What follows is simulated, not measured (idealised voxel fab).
process module | voxel ribs on slabs
cross-section cut | 215 nm wide | cells 5 nm
A cross-section is a grid of square cells, given in bands from the top down. A band is one or more rows of cells.
Each band's line starts with the height of the band's top and of its bottom, in nm. Then come its materials from left to right, each with its width in nm. One material with "throughout" fills the band from edge to edge. "air" is empty space.
Height 0 is the level under which the wafer as received is all one material. The lowest band goes on downwards, as in "0 down".
A width such as "30 to 40" changes by the same amount from each row of cells to the next, from the band's top row to its bottom row.
"no change" after a step means that no cell of the cross-section changed.
closed voids: empty space of 8 cells or more with no open way to the top, each as width x height at its distance from the left edge, in nm
after a step's settings: what the simulator itself notes on the step
overlay nm, on a step with a mask: how far to the right of its planned place the mask lay; to the left if negative
plan
1 op RECEIVE | material Si
2 op DIRECTIONAL_DEP | material SiO2 | thk nm 20
3 op DIRECTIONAL_DEP | material SiN | thk nm 25
4 op MASKED_ETCH | tone cover | mask id RIB | width nm 30 | etch materials SiN | depth nm 10 | overlay nm 0
5 op MASKED_ETCH | tone cover | mask id SLAB | width nm 70 | etch materials SiN | depth nm 15 | overlay nm 0
6 op FILL_DEP | material SiO2 | thk nm 20
7 op CMP | height nm 55
8 op DIRECTIONAL_DEP | material W | thk nm 5
9 op MASKED_ETCH | tone cover | mask id HEATER | width nm 40 | etch materials W | depth nm 5 | overlay nm 0
10 op CONFORMAL_DEP | material SiO2 | thk nm 5
as received, after step 1
  0 down: Si throughout
  closed voids: none
first wafer at the end, as planned
  65 to 60: air 80 | SiO2 50 | air 85
  60 to 55: SiO2 85 | W 40 | SiO2 90
  55 to 45: SiO2 throughout
  45 to 35: SiO2 90 | SiN 30 | SiO2 95
  35 to 20: SiO2 70 | SiN 70 | SiO2 75
  20 to 0: SiO2 throughout
  0 down: Si throughout
  closed voids: none
second wafer at the end: like start, like plan, one mistake
  65 to 60: air 80 | SiO2 50 | air 85
  60 to 55: SiO2 85 | W 40 | SiO2 90
  55 to 25: SiO2 throughout
  25 to 0: SiN throughout
  0 down: Si throughout
  closed voids: none
what went wrong: steps 2 and 3 were swapped
at the end the second wafer has, in cells: 161 more of SiN | 161 fewer of SiO2
